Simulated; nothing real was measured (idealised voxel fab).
Proc. module: voxel air gaps
The cross-section on display is named cut; it measures 175 nm wide, and its cells are 5 nm squares.
If you're reading a cross-section in this doc, picture square cells in a grid; it comes to you as bands, top ones listed first down to the bottom, and a band can be one or more rows of cells.
Heads up on the band format: heights come first, top then bottom, in nm. After that it's the materials left to right, each with its width in nm. A single material flagged "everywhere" fills the whole band edge to edge, and "empty" means there's empty space there.
Height 0 is the level under which the wafer as received is all one material. The lowest band goes on downwards, as in "0 and below".
The notation "30..40" denotes a width that varies across the rows of cells in the band, beginning at the first number in the top row, finishing at the second number in the bottom row, and changing by an identical amount from each row to the next.
Reading "no change" for a step: not a cell of the cross-section changed in it.
Basically, "Closed void register" tells you about the enclosed voids: empty spaces with no open way to the top, 8 cells or bigger, each written width x height at distance, where distance is from the left edge, all in nm.
Formally, on a step line, whatever follows the settings is a remark that the simulator itself makes on the step.
overlay nm: mask right of planned place by this much (step with mask). Neg. = left.
Before/after cross-section pairs, one process step each; after shown to lowest changed band; step and settings beneath. Pairs may be from different runs of this module on the same starting wafer; a pair continues from the one above only where its "Geometry before processing" entry says so.

**Geometry before processing**
    0 and below  Si everywhere
    Closed void register: none

**Post-Step Appearance**
    10 down to 0  SiO2 everywhere
    At heights below 0, the structure remains unaltered.
    Closed void register: none
The process step bridging the two cross-sections above: CONFORMAL_DEP: material SiO2, thk nm 10

Geometry before processing: after-state, pair directly above.

**Post-Step Appearance**
    15 down to 10  SiN everywhere
    At heights below 10, the structure remains unaltered.
    Closed void register: none
The process step bridging the two cross-sections above: CONFORMAL_DEP: material SiN, thk nm 5

Geometry before processing: after-state, pair directly above.

**Post-Step Appearance**
    50 down to 15  SiO2 everywhere
    At heights below 15, the structure remains unaltered.
    Closed void register: none
The process step bridging the two cross-sections above: DIRECTIONAL_DEP: material SiO2, thk nm 35

Geometry before processing: after-state, pair directly above.

**Post-Step Appearance**
    65 down to 50  aC everywhere
    At heights below 50, the structure remains unaltered.
    Closed void register: none
The process step bridging the two cross-sections above: DIRECTIONAL_DEP: material aC, thk nm 15

Geometry before processing: after-state, pair directly above.

**Post-Step Appearance**
    95 down to 65  resist 25; empty 25; resist 25; empty 25; resist 25; empty 25; resist 25
    At heights below 65, the structure remains unaltered.
    Closed void register: none
The process step bridging the two cross-sections above: PATTERN: tone open, mask id LINES, material resist, width nm 25, pitch nm 50, thk nm 30, overlay nm 0

Geometry before processing: after-state, pair directly above.

**Post-Step Appearance**
    80 down to 65  resist 25; empty 25; resist 25; empty 25; resist 25; empty 25; resist 25
    65 down to 50  aC 25; empty 25; aC 25; empty 25; aC 25; empty 25; aC 25
    At heights below 50, the structure remains unaltered.
    Closed void register: none
The process step bridging the two cross-sections above: DIRECTIONAL_ETCH: etch materials aC, depth nm 15

Geometry before processing: after-state, pair directly above.

**Post-Step Appearance**
    65 down to 50  aC 25; empty 25; aC 25; empty 25; aC 25; empty 25; aC 25
    At heights below 50, the structure remains unaltered.
    Closed void register: none
The process step bridging the two cross-sections above: STRIP: etch materials resist

Geometry before processing: after-state, pair directly above.

**Post-Step Appearance**
    65 down to 50  aC 25; empty 25; aC 25; empty 25; aC 25; empty 25; aC 25
    50 down to 15  SiO2 25; empty 25; SiO2 25; empty 25; SiO2 25; empty 25; SiO2 25
    At heights below 15, the structure remains unaltered.
    Closed void register: none
The process step bridging the two cross-sections above: DIRECTIONAL_ETCH: etch materials SiO2, depth nm 35

Geometry before processing: after-state, pair directly above.

**Post-Step Appearance**
    50 down to 15  SiO2 25; empty 25; SiO2 25; empty 25; SiO2 25; empty 25; SiO2 25
    At heights below 15, the structure remains unaltered.
    Closed void register: none
The process step bridging the two cross-sections above: STRIP: etch materials aC

Geometry before processing: after-state, pair directly above.

**Post-Step Appearance**
    55 down to 50  TiN 30; empty 15; TiN 35; empty 15; TiN 35; empty 15; TiN 30
    50 down to 20  SiO2 25; TiN 5; empty 15; TiN 5; SiO2 25; TiN 5; empty 15; TiN 5; SiO2 25; TiN 5; empty 15; TiN 5; SiO2 25
    20 down to 15  SiO2 25; TiN 25; SiO2 25; TiN 25; SiO2 25; TiN 25; SiO2 25
    At heights below 15, the structure remains unaltered.
    Closed void register: none
The process step bridging the two cross-sections above: CONFORMAL_DEP: material TiN, thk nm 5

Geometry before processing: after-state, pair directly above.

**Post-Step Appearance**
    60 down to 55  Cu everywhere
    55 down to 50  TiN 30; Cu 15; TiN 35; Cu 15; TiN 35; Cu 15; TiN 30
    50 down to 20  SiO2 25; TiN 5; Cu 15; TiN 5; SiO2 25; TiN 5; Cu 15; TiN 5; SiO2 25; TiN 5; Cu 15; TiN 5; SiO2 25
    At heights below 20, the structure remains unaltered.
    Closed void register: none
The process step bridging the two cross-sections above: FILL_DEP: material Cu, thk nm 5

Geometry before processing: after-state, pair directly above.

**Post-Step Appearance**
    50 down to 20  SiO2 25; TiN 5; Cu 15; TiN 5; SiO2 25; TiN 5; Cu 15; TiN 5; SiO2 25; TiN 5; Cu 15; TiN 5; SiO2 25
    At heights below 20, the structure remains unaltered.
    Closed void register: none
The process step bridging the two cross-sections above: CMP: height nm 50

Geometry before processing: after-state, pair directly above.

**Post-Step Appearance**
    60 down to 50  empty 15; Ru 45; empty 5; Ru 45; empty 5; Ru 45; empty 15
    At heights below 50, the structure remains unaltered.
    Closed void register: none
The process step bridging the two cross-sections above: EPI: material Ru, thk nm 10

Geometry before processing: after-state, pair directly above.

**Post-Step Appearance**
    60 down to 50  empty 15; Ru 45; empty 5; Ru 45; empty 5; Ru 45; empty 15
    50 down to 20  empty 25; TiN 5; Cu 15; TiN 5; empty 25; TiN 5; Cu 15; TiN 5; empty 25; TiN 5; Cu 15; TiN 5; empty 25
    20 down to 15  empty 25; TiN 25; empty 25; TiN 25; empty 25; TiN 25; empty 25
    At heights below 15, the structure remains unaltered.
    Closed void register: none
The process step bridging the two cross-sections above: SELECTIVE_ETCH: etch materials SiO2, depth nm 45

Geometry before processing: after-state, pair directly above.

**Post-Step Appearance**
    65 down to 60  empty 10; SiN 155; empty 10
    60 down to 50  empty 10; SiN 5; Ru 45; SiN 5; Ru 45; SiN 5; Ru 45; SiN 5; empty 10
    50 down to 45  empty 10; SiN 15; TiN 5; Cu 15; TiN 5; SiN 25; TiN 5; Cu 15; TiN 5; SiN 25; TiN 5; Cu 15; TiN 5; SiN 15; empty 10
    45 down to 20  empty 20; SiN 5; TiN 5; Cu 15; TiN 5; SiN 5; empty 15; SiN 5; TiN 5; Cu 15; TiN 5; SiN 5; empty 15; SiN 5; TiN 5; Cu 15; TiN 5; SiN 5; empty 20
    20 down to 15  SiN 25; TiN 25; SiN 25; TiN 25; SiN 25; TiN 25; SiN 25
    At heights below 15, the structure remains unaltered.
    Closed void register: 15 x 25 at 55; 15 x 25 at 105
The process step bridging the two cross-sections above: CONFORMAL_DEP: material SiN, thk nm 5

**Geometry before processing**
    0 and below  Si everywhere
    Closed void register: none

**Post-Step Appearance**
    5 down to 0  SiN everywhere
    At heights below 0, the structure remains unaltered.
    Closed void register: none
The process step bridging the two cross-sections above: CONFORMAL_DEP: material SiN, thk nm 5

Geometry before processing: after-state, pair directly above.

**Post-Step Appearance**
    40 down to 5  SiO2 everywhere
    At heights below 5, the structure remains unaltered.
    Closed void register: none
The process step bridging the two cross-sections above: DIRECTIONAL_DEP: material SiO2, thk nm 35

Geometry before processing: after-state, pair directly above.

**Post-Step Appearance**
    55 down to 40  aC everywhere
    At heights below 40, the structure remains unaltered.
    Closed void register: none
The process step bridging the two cross-sections above: DIRECTIONAL_DEP: material aC, thk nm 15

Geometry before processing: after-state, pair directly above.

**Post-Step Appearance**
    85 down to 55  resist 25; empty 25; resist 25; empty 25; resist 25; empty 25; resist 25
    At heights below 55, the structure remains unaltered.
    Closed void register: none
The process step bridging the two cross-sections above: PATTERN: tone open, mask id LINES, material resist, width nm 25, pitch nm 50, thk nm 30, overlay nm 0

Geometry before processing: after-state, pair directly above.

**Post-Step Appearance**
    70 down to 55  resist 25; empty 25; resist 25; empty 25; resist 25; empty 25; resist 25
    55 down to 40  aC 25; empty 25; aC 25; empty 25; aC 25; empty 25; aC 25
    At heights below 40, the structure remains unaltered.
    Closed void register: none
The process step bridging the two cross-sections above: DIRECTIONAL_ETCH: etch materials aC, depth nm 15

Geometry before processing: after-state, pair directly above.

**Post-Step Appearance**
    55 down to 40  aC 25; empty 25; aC 25; empty 25; aC 25; empty 25; aC 25
    At heights below 40, the structure remains unaltered.
    Closed void register: none
The process step bridging the two cross-sections above: STRIP: etch materials resist

Geometry before processing: after-state, pair directly above.

**Post-Step Appearance**
    55 down to 40  aC 25; empty 25; aC 25; empty 25; aC 25; empty 25; aC 25
    40 down to 5  SiO2 25; empty 25; SiO2 25; empty 25; SiO2 25; empty 25; SiO2 25
    At heights below 5, the structure remains unaltered.
    Closed void register: none
The process step bridging the two cross-sections above: DIRECTIONAL_ETCH: etch materials SiO2, depth nm 35

Geometry before processing: after-state, pair directly above.

**Post-Step Appearance**
    40 down to 5  SiO2 25; empty 25; SiO2 25; empty 25; SiO2 25; empty 25; SiO2 25
    At heights below 5, the structure remains unaltered.
    Closed void register: none
The process step bridging the two cross-sections above: STRIP: etch materials aC

Geometry before processing: after-state, pair directly above.

**Post-Step Appearance**
    45 down to 40  TiN 30; empty 15; TiN 35; empty 15; TiN 35; empty 15; TiN 30
    40 down to 10  SiO2 25; TiN 5; empty 15; TiN 5; SiO2 25; TiN 5; empty 15; TiN 5; SiO2 25; TiN 5; empty 15; TiN 5; SiO2 25
    10 down to 5  SiO2 25; TiN 25; SiO2 25; TiN 25; SiO2 25; TiN 25; SiO2 25
    At heights below 5, the structure remains unaltered.
    Closed void register: none
The process step bridging the two cross-sections above: CONFORMAL_DEP: material TiN, thk nm 5

Geometry before processing: after-state, pair directly above.

**Post-Step Appearance**
    50 down to 45  Cu everywhere
    45 down to 40  TiN 30; Cu 15; TiN 35; Cu 15; TiN 35; Cu 15; TiN 30
    40 down to 10  SiO2 25; TiN 5; Cu 15; TiN 5; SiO2 25; TiN 5; Cu 15; TiN 5; SiO2 25; TiN 5; Cu 15; TiN 5; SiO2 25
    At heights below 10, the structure remains unaltered.
    Closed void register: none
The process step bridging the two cross-sections above: FILL_DEP: material Cu, thk nm 5

Geometry before processing: after-state, pair directly above.

**Post-Step Appearance**
    60 down to 50  Ru everywhere
    At heights below 50, the structure remains unaltered.
    Closed void register: none
The process step bridging the two cross-sections above: EPI: material Ru, thk nm 10

Geometry before processing: after-state, pair directly above.

**Post-Step Appearance**
    65 down to 60  SiN everywhere
    At heights below 60, the structure remains unaltered.
    Closed void register: none
The process step bridging the two cross-sections above: CONFORMAL_DEP: material SiN, thk nm 5

**Geometry before processing**
    60 down to 50  empty 15; Ru 45; empty 5; Ru 45; empty 5; Ru 45; empty 15
    50 down to 20  SiO2 25; TiN 5; Cu 15; TiN 5; SiO2 25; TiN 5; Cu 15; TiN 5; SiO2 25; TiN 5; Cu 15; TiN 5; SiO2 25
    20 down to 15  SiO2 25; TiN 25; SiO2 25; TiN 25; SiO2 25; TiN 25; SiO2 25
    15 down to 10  SiN everywhere
    10 down to 0  SiO2 everywhere
    0 and below  Si everywhere
    Closed void register: none

**Post-Step Appearance**
    70 down to 50  empty 5; Ru 165; empty 5
    At heights below 50, the structure remains unaltered.
    Closed void register: none
The process step bridging the two cross-sections above: EPI: material Ru, thk nm 10

Geometry before processing: after-state, pair directly above.

**Post-Step Appearance**
    70 down to 50  empty 5; Ru 165; empty 5
    50 down to 20  empty 25; TiN 5; Cu 15; TiN 5; SiO2 25; TiN 5; Cu 15; TiN 5; SiO2 25; TiN 5; Cu 15; TiN 5; empty 25
    20 down to 15  empty 25; TiN 25; SiO2 25; TiN 25; SiO2 25; TiN 25; empty 25
    At heights below 15, the structure remains unaltered.
    Closed void register: none
The process step bridging the two cross-sections above: SELECTIVE_ETCH: etch materials SiO2, depth nm 45

Geometry before processing: after-state, pair directly above.

**Post-Step Appearance**
    75 down to 70  SiN everywhere
    70 down to 50  SiN 5; Ru 165; SiN 5
    50 down to 45  SiN 25; TiN 5; Cu 15; TiN 5; SiO2 25; TiN 5; Cu 15; TiN 5; SiO2 25; TiN 5; Cu 15; TiN 5; SiN 25
    45 down to 20  empty 20; SiN 5; TiN 5; Cu 15; TiN 5; SiO2 25; TiN 5; Cu 15; TiN 5; SiO2 25; TiN 5; Cu 15; TiN 5; SiN 5; empty 20
    20 down to 15  SiN 25; TiN 25; SiO2 25; TiN 25; SiO2 25; TiN 25; SiN 25
    At heights below 15, the structure remains unaltered.
    Closed void register: 20 x 25 at 0; 20 x 25 at 155
The process step bridging the two cross-sections above: CONFORMAL_DEP: material SiN, thk nm 5

**Geometry before processing**
    50 down to 20  SiO2 25; TiN 5; Cu 15; TiN 5; SiO2 25; TiN 5; Cu 15; TiN 5; SiO2 25; TiN 5; Cu 15; TiN 5; SiO2 25
    20 down to 15  SiO2 25; TiN 25; SiO2 25; TiN 25; SiO2 25; TiN 25; SiO2 25
    15 down to 10  SiN everywhere
    10 down to 0  SiO2 everywhere
    0 and below  Si everywhere
    Closed void register: none

**Post-Step Appearance**
    50 down to 20  empty 25; TiN 5; Cu 15; TiN 5; empty 25; TiN 5; Cu 15; TiN 5; empty 25; TiN 5; Cu 15; TiN 5; empty 25
    20 down to 15  empty 25; TiN 25; empty 25; TiN 25; empty 25; TiN 25; empty 25
    At heights below 15, the structure remains unaltered.
    Closed void register: none
The process step bridging the two cross-sections above: SELECTIVE_ETCH: etch materials SiO2, depth nm 45

Geometry before processing: after-state, pair directly above.

**Post-Step Appearance**
    60 down to 50  empty 15; Ru 45; empty 5; Ru 45; empty 5; Ru 45; empty 15
    50 down to 20  empty 15; Ru 10; TiN 5; Cu 15; TiN 5; Ru 10; empty 5; Ru 10; TiN 5; Cu 15; TiN 5; Ru 10; empty 5; Ru 10; TiN 5; Cu 15; TiN 5; Ru 10; empty 15
    20 down to 15  empty 15; Ru 10; TiN 25; Ru 10; empty 5; Ru 10; TiN 25; Ru 10; empty 5; Ru 10; TiN 25; Ru 10; empty 15
    At heights below 15, the structure remains unaltered.
    Closed void register: none
The process step bridging the two cross-sections above: EPI: material Ru, thk nm 10

Geometry before processing: after-state, pair directly above.

**Post-Step Appearance**
    65 down to 60  empty 10; SiN 155; empty 10
    60 down to 50  empty 10; SiN 5; Ru 45; SiN 5; Ru 45; SiN 5; Ru 45; SiN 5; empty 10
    50 down to 20  empty 10; SiN 5; Ru 10; TiN 5; Cu 15; TiN 5; Ru 10; SiN 5; Ru 10; TiN 5; Cu 15; TiN 5; Ru 10; SiN 5; Ru 10; TiN 5; Cu 15; TiN 5; Ru 10; SiN 5; empty 10
    20 down to 15  SiN 15; Ru 10; TiN 25; Ru 10; SiN 5; Ru 10; TiN 25; Ru 10; SiN 5; Ru 10; TiN 25; Ru 10; SiN 15
    At heights below 15, the structure remains unaltered.
    Closed void register: none
The process step bridging the two cross-sections above: CONFORMAL_DEP: material SiN, thk nm 5

**Geometry before processing**
    0 and below  Si everywhere
    Closed void register: none

**Post-Step Appearance**
    5 down to 0  SiO2 everywhere
    At heights below 0, the structure remains unaltered.
    Closed void register: none
The process step bridging the two cross-sections above: CONFORMAL_DEP: material SiO2, thk nm 5

Geometry before processing: after-state, pair directly above.

**Post-Step Appearance**
    10 down to 5  SiN everywhere
    At heights below 5, the structure remains unaltered.
    Closed void register: none
The process step bridging the two cross-sections above: CONFORMAL_DEP: material SiN, thk nm 5

Geometry before processing: after-state, pair directly above.

**Post-Step Appearance**
    45 down to 10  SiO2 everywhere
    At heights below 10, the structure remains unaltered.
    Closed void register: none
The process step bridging the two cross-sections above: DIRECTIONAL_DEP: material SiO2, thk nm 35

Geometry before processing: after-state, pair directly above.

**Post-Step Appearance**
    60 down to 45  aC everywhere
    At heights below 45, the structure remains unaltered.
    Closed void register: none
The process step bridging the two cross-sections above: DIRECTIONAL_DEP: material aC, thk nm 15

Geometry before processing: after-state, pair directly above.

**Post-Step Appearance**
    90 down to 60  resist 25; empty 25; resist 25; empty 25; resist 25; empty 25; resist 25
    At heights below 60, the structure remains unaltered.
    Closed void register: none
The process step bridging the two cross-sections above: PATTERN: tone open, mask id LINES, material resist, width nm 25, pitch nm 50, thk nm 30, overlay nm 0

Geometry before processing: after-state, pair directly above.

**Post-Step Appearance**
    75 down to 60  resist 25; empty 25; resist 25; empty 25; resist 25; empty 25; resist 25
    60 down to 45  aC 25; empty 25; aC 25; empty 25; aC 25; empty 25; aC 25
    At heights below 45, the structure remains unaltered.
    Closed void register: none
The process step bridging the two cross-sections above: DIRECTIONAL_ETCH: etch materials aC, depth nm 15

Geometry before processing: after-state, pair directly above.

**Post-Step Appearance**
    60 down to 45  aC 25; empty 25; aC 25; empty 25; aC 25; empty 25; aC 25
    At heights below 45, the structure remains unaltered.
    Closed void register: none
The process step bridging the two cross-sections above: STRIP: etch materials resist

Geometry before processing: after-state, pair directly above.

**Post-Step Appearance**
    60 down to 45  aC 25; empty 25; aC 25; empty 25; aC 25; empty 25; aC 25
    45 down to 10  SiO2 25; empty 25; SiO2 25; empty 25; SiO2 25; empty 25; SiO2 25
    At heights below 10, the structure remains unaltered.
    Closed void register: none
The process step bridging the two cross-sections above: DIRECTIONAL_ETCH: etch materials SiO2, depth nm 35

Geometry before processing: after-state, pair directly above.

**Post-Step Appearance**
    45 down to 10  SiO2 25; empty 25; SiO2 25; empty 25; SiO2 25; empty 25; SiO2 25
    At heights below 10, the structure remains unaltered.
    Closed void register: none
The process step bridging the two cross-sections above: STRIP: etch materials aC

Geometry before processing: after-state, pair directly above.

**Post-Step Appearance**
    50 down to 45  TiN 30; empty 15; TiN 35; empty 15; TiN 35; empty 15; TiN 30
    45 down to 15  SiO2 25; TiN 5; empty 15; TiN 5; SiO2 25; TiN 5; empty 15; TiN 5; SiO2 25; TiN 5; empty 15; TiN 5; SiO2 25
    15 down to 10  SiO2 25; TiN 25; SiO2 25; TiN 25; SiO2 25; TiN 25; SiO2 25
    At heights below 10, the structure remains unaltered.
    Closed void register: none
The process step bridging the two cross-sections above: CONFORMAL_DEP: material TiN, thk nm 5

Geometry before processing: after-state, pair directly above.

**Post-Step Appearance**
    55 down to 50  Cu everywhere
    50 down to 45  TiN 30; Cu 15; TiN 35; Cu 15; TiN 35; Cu 15; TiN 30
    45 down to 15  SiO2 25; TiN 5; Cu 15; TiN 5; SiO2 25; TiN 5; Cu 15; TiN 5; SiO2 25; TiN 5; Cu 15; TiN 5; SiO2 25
    At heights below 15, the structure remains unaltered.
    Closed void register: none
The process step bridging the two cross-sections above: FILL_DEP: material Cu, thk nm 5

Geometry before processing: after-state, pair directly above.

**Post-Step Appearance**
    50 down to 45  TiN 30; Cu 15; TiN 35; Cu 15; TiN 35; Cu 15; TiN 30
    At heights below 45, the structure remains unaltered.
    Closed void register: none
The process step bridging the two cross-sections above: CMP: height nm 50

Geometry before processing: after-state, pair directly above.

**Post-Step Appearance**
    60 down to 50  Ru everywhere
    At heights below 50, the structure remains unaltered.
    Closed void register: none
The process step bridging the two cross-sections above: EPI: material Ru, thk nm 10

Geometry before processing: after-state, pair directly above.

**Post-Step Appearance**
    65 down to 60  SiN everywhere
    At heights below 60, the structure remains unaltered.
    Closed void register: none
The process step bridging the two cross-sections above: CONFORMAL_DEP: material SiN, thk nm 5

**Geometry before processing**
    65 down to 50  aC everywhere
    50 down to 15  SiO2 everywhere
    15 down to 10  SiN everywhere
    10 down to 0  SiO2 everywhere
    0 and below  Si everywhere
    Closed void register: none

**Post-Step Appearance**
    95 down to 65  resist 20; empty 35; resist 15; empty 35; resist 15; empty 35; resist 20
    At heights below 65, the structure remains unaltered.
    Closed void register: none
The process step bridging the two cross-sections above: PATTERN: tone open, mask id LINES, material resist, width nm 35, pitch nm 50, thk nm 30, overlay nm 0

Geometry before processing: after-state, pair directly above.

**Post-Step Appearance**
    80 down to 65  resist 20; empty 35; resist 15; empty 35; resist 15; empty 35; resist 20
    65 down to 50  aC 20; empty 35; aC 15; empty 35; aC 15; empty 35; aC 20
    At heights below 50, the structure remains unaltered.
    Closed void register: none
The process step bridging the two cross-sections above: DIRECTIONAL_ETCH: etch materials aC, depth nm 15

Geometry before processing: after-state, pair directly above.

**Post-Step Appearance**
    65 down to 50  aC 20; empty 35; aC 15; empty 35; aC 15; empty 35; aC 20
    At heights below 50, the structure remains unaltered.
    Closed void register: none
The process step bridging the two cross-sections above: STRIP: etch materials resist

Geometry before processing: after-state, pair directly above.

**Post-Step Appearance**
    65 down to 50  aC 20; empty 35; aC 15; empty 35; aC 15; empty 35; aC 20
    50 down to 15  SiO2 20; empty 35; SiO2 15; empty 35; SiO2 15; empty 35; SiO2 20
    At heights below 15, the structure remains unaltered.
    Closed void register: none
The process step bridging the two cross-sections above: DIRECTIONAL_ETCH: etch materials SiO2, depth nm 35

Geometry before processing: after-state, pair directly above.

**Post-Step Appearance**
    50 down to 15  SiO2 20; empty 35; SiO2 15; empty 35; SiO2 15; empty 35; SiO2 20
    At heights below 15, the structure remains unaltered.
    Closed void register: none
The process step bridging the two cross-sections above: STRIP: etch materials aC

Geometry before processing: after-state, pair directly above.

**Post-Step Appearance**
    55 down to 50  TiN 25; empty 25; TiN 25; empty 25; TiN 25; empty 25; TiN 25
    50 down to 20  SiO2 20; TiN 5; empty 25; TiN 5; SiO2 15; TiN 5; empty 25; TiN 5; SiO2 15; TiN 5; empty 25; TiN 5; SiO2 20
    20 down to 15  SiO2 20; TiN 35; SiO2 15; TiN 35; SiO2 15; TiN 35; SiO2 20
    At heights below 15, the structure remains unaltered.
    Closed void register: none
The process step bridging the two cross-sections above: CONFORMAL_DEP: material TiN, thk nm 5

Geometry before processing: after-state, pair directly above.

**Post-Step Appearance**
    60 down to 55  Cu everywhere
    55 down to 50  TiN 25; Cu 25; TiN 25; Cu 25; TiN 25; Cu 25; TiN 25
    50 down to 20  SiO2 20; TiN 5; Cu 25; TiN 5; SiO2 15; TiN 5; Cu 25; TiN 5; SiO2 15; TiN 5; Cu 25; TiN 5; SiO2 20
    At heights below 20, the structure remains unaltered.
    Closed void register: none
The process step bridging the two cross-sections above: FILL_DEP: material Cu, thk nm 5

Geometry before processing: after-state, pair directly above.

**Post-Step Appearance**
    50 down to 20  SiO2 20; TiN 5; Cu 25; TiN 5; SiO2 15; TiN 5; Cu 25; TiN 5; SiO2 15; TiN 5; Cu 25; TiN 5; SiO2 20
    At heights below 20, the structure remains unaltered.
    Closed void register: none
The process step bridging the two cross-sections above: CMP: height nm 50

Geometry before processing: after-state, pair directly above.

**Post-Step Appearance**
    60 down to 50  empty 10; Ru 155; empty 10
    At heights below 50, the structure remains unaltered.
    Closed void register: none
The process step bridging the two cross-sections above: EPI: material Ru, thk nm 10

Geometry before processing: after-state, pair directly above.

**Post-Step Appearance**
    60 down to 50  empty 10; Ru 155; empty 10
    50 down to 20  empty 20; TiN 5; Cu 25; TiN 5; SiO2 15; TiN 5; Cu 25; TiN 5; SiO2 15; TiN 5; Cu 25; TiN 5; empty 20
    20 down to 15  empty 20; TiN 35; SiO2 15; TiN 35; SiO2 15; TiN 35; empty 20
    At heights below 15, the structure remains unaltered.
    Closed void register: none
The process step bridging the two cross-sections above: SELECTIVE_ETCH: etch materials SiO2, depth nm 45

Geometry before processing: after-state, pair directly above.

**Post-Step Appearance**
    65 down to 60  empty 5; SiN 165; empty 5
    60 down to 50  empty 5; SiN 5; Ru 155; SiN 5; empty 5
    50 down to 45  empty 5; SiN 15; TiN 5; Cu 25; TiN 5; SiO2 15; TiN 5; Cu 25; TiN 5; SiO2 15; TiN 5; Cu 25; TiN 5; SiN 15; empty 5
    45 down to 20  empty 15; SiN 5; TiN 5; Cu 25; TiN 5; SiO2 15; TiN 5; Cu 25; TiN 5; SiO2 15; TiN 5; Cu 25; TiN 5; SiN 5; empty 15
    20 down to 15  SiN 20; TiN 35; SiO2 15; TiN 35; SiO2 15; TiN 35; SiN 20
    At heights below 15, the structure remains unaltered.
    Closed void register: none
The process step bridging the two cross-sections above: CONFORMAL_DEP: material SiN, thk nm 5

**Geometry before processing**
    65 down to 50  aC everywhere
    50 down to 15  SiO2 everywhere
    15 down to 10  SiN everywhere
    10 down to 0  SiO2 everywhere
    0 and below  Si everywhere
    Closed void register: none

**Post-Step Appearance**
    95 down to 65  resist 30; empty 25; resist 25; empty 25; resist 25; empty 25; resist 20
    At heights below 65, the structure remains unaltered.
    Closed void register: none
The process step bridging the two cross-sections above: PATTERN: tone open, mask id LINES, material resist, width nm 25, pitch nm 50, thk nm 30, overlay nm 5

Geometry before processing: after-state, pair directly above.

**Post-Step Appearance**
    80 down to 65  resist 30; empty 25; resist 25; empty 25; resist 25; empty 25; resist 20
    65 down to 50  aC 30; empty 25; aC 25; empty 25; aC 25; empty 25; aC 20
    At heights below 50, the structure remains unaltered.
    Closed void register: none
The process step bridging the two cross-sections above: DIRECTIONAL_ETCH: etch materials aC, depth nm 15

Geometry before processing: after-state, pair directly above.

**Post-Step Appearance**
    65 down to 50  aC 30; empty 25; aC 25; empty 25; aC 25; empty 25; aC 20
    At heights below 50, the structure remains unaltered.
    Closed void register: none
The process step bridging the two cross-sections above: STRIP: etch materials resist

Geometry before processing: after-state, pair directly above.

**Post-Step Appearance**
    65 down to 50  aC 30; empty 25; aC 25; empty 25; aC 25; empty 25; aC 20
    50 down to 15  SiO2 30; empty 25; SiO2 25; empty 25; SiO2 25; empty 25; SiO2 20
    At heights below 15, the structure remains unaltered.
    Closed void register: none
The process step bridging the two cross-sections above: DIRECTIONAL_ETCH: etch materials SiO2, depth nm 35

Geometry before processing: after-state, pair directly above.

**Post-Step Appearance**
    50 down to 15  SiO2 30; empty 25; SiO2 25; empty 25; SiO2 25; empty 25; SiO2 20
    At heights below 15, the structure remains unaltered.
    Closed void register: none
The process step bridging the two cross-sections above: STRIP: etch materials aC

Geometry before processing: after-state, pair directly above.

**Post-Step Appearance**
    55 down to 50  TiN 35; empty 15; TiN 35; empty 15; TiN 35; empty 15; TiN 25
    50 down to 20  SiO2 30; TiN 5; empty 15; TiN 5; SiO2 25; TiN 5; empty 15; TiN 5; SiO2 25; TiN 5; empty 15; TiN 5; SiO2 20
    20 down to 15  SiO2 30; TiN 25; SiO2 25; TiN 25; SiO2 25; TiN 25; SiO2 20
    At heights below 15, the structure remains unaltered.
    Closed void register: none
The process step bridging the two cross-sections above: CONFORMAL_DEP: material TiN, thk nm 5

Geometry before processing: after-state, pair directly above.

**Post-Step Appearance**
    60 down to 55  Cu everywhere
    55 down to 50  TiN 35; Cu 15; TiN 35; Cu 15; TiN 35; Cu 15; TiN 25
    50 down to 20  SiO2 30; TiN 5; Cu 15; TiN 5; SiO2 25; TiN 5; Cu 15; TiN 5; SiO2 25; TiN 5; Cu 15; TiN 5; SiO2 20
    At heights below 20, the structure remains unaltered.
    Closed void register: none
The process step bridging the two cross-sections above: FILL_DEP: material Cu, thk nm 5

Geometry before processing: after-state, pair directly above.

**Post-Step Appearance**
    50 down to 20  SiO2 30; TiN 5; Cu 15; TiN 5; SiO2 25; TiN 5; Cu 15; TiN 5; SiO2 25; TiN 5; Cu 15; TiN 5; SiO2 20
    At heights below 20, the structure remains unaltered.
    Closed void register: none
The process step bridging the two cross-sections above: CMP: height nm 50

Geometry before processing: after-state, pair directly above.

**Post-Step Appearance**
    60 down to 50  empty 20; Ru 45; empty 5; Ru 45; empty 5; Ru 45; empty 10
    At heights below 50, the structure remains unaltered.
    Closed void register: none
The process step bridging the two cross-sections above: EPI: material Ru, thk nm 10

Geometry before processing: after-state, pair directly above.

**Post-Step Appearance**
    60 down to 50  empty 20; Ru 45; empty 5; Ru 45; empty 5; Ru 45; empty 10
    50 down to 20  empty 30; TiN 5; Cu 15; TiN 5; empty 25; TiN 5; Cu 15; TiN 5; empty 25; TiN 5; Cu 15; TiN 5; empty 20
    20 down to 15  empty 30; TiN 25; empty 25; TiN 25; empty 25; TiN 25; empty 20
    At heights below 15, the structure remains unaltered.
    Closed void register: none
The process step bridging the two cross-sections above: SELECTIVE_ETCH: etch materials SiO2, depth nm 45

Geometry before processing: after-state, pair directly above.

**Post-Step Appearance**
    65 down to 60  empty 15; SiN 155; empty 5
    60 down to 50  empty 15; SiN 5; Ru 45; SiN 5; Ru 45; SiN 5; Ru 45; SiN 5; empty 5
    50 down to 45  empty 15; SiN 15; TiN 5; Cu 15; TiN 5; SiN 25; TiN 5; Cu 15; TiN 5; SiN 25; TiN 5; Cu 15; TiN 5; SiN 15; empty 5
    45 down to 20  empty 25; SiN 5; TiN 5; Cu 15; TiN 5; SiN 5; empty 15; SiN 5; TiN 5; Cu 15; TiN 5; SiN 5; empty 15; SiN 5; TiN 5; Cu 15; TiN 5; SiN 5; empty 15
    20 down to 15  SiN 30; TiN 25; SiN 25; TiN 25; SiN 25; TiN 25; SiN 20
    At heights below 15, the structure remains unaltered.
    Closed void register: 15 x 25 at 60; 15 x 25 at 110
The process step bridging the two cross-sections above: CONFORMAL_DEP: material SiN, thk nm 5

**Geometry before processing**
    60 down to 50  empty 15; Ru 45; empty 5; Ru 45; empty 5; Ru 45; empty 15
    50 down to 20  SiO2 25; TiN 5; Cu 15; TiN 5; SiO2 25; TiN 5; Cu 15; TiN 5; SiO2 25; TiN 5; Cu 15; TiN 5; SiO2 25
    20 down to 15  SiO2 25; TiN 25; SiO2 25; TiN 25; SiO2 25; TiN 25; SiO2 25
    15 down to 10  SiN everywhere
    10 down to 0  SiO2 everywhere
    0 and below  Si everywhere
    Closed void register: none

**Post-Step Appearance**
    50 down to 20  SiO2 25; TiN 5; Cu 15; TiN 5; SiO2 25; TiN 5; Cu 15; TiN 5; SiO2 25; TiN 5; Cu 15; TiN 5; SiO2 25
    At heights below 20, the structure remains unaltered.
    Closed void register: none
The process step bridging the two cross-sections above: SELECTIVE_ETCH: etch materials Ru, depth nm 45

Geometry before processing: after-state, pair directly above.

**Post-Step Appearance**
    55 down to 50  SiN everywhere
    At heights below 50, the structure remains unaltered.
    Closed void register: none
The process step bridging the two cross-sections above: CONFORMAL_DEP: material SiN, thk nm 5
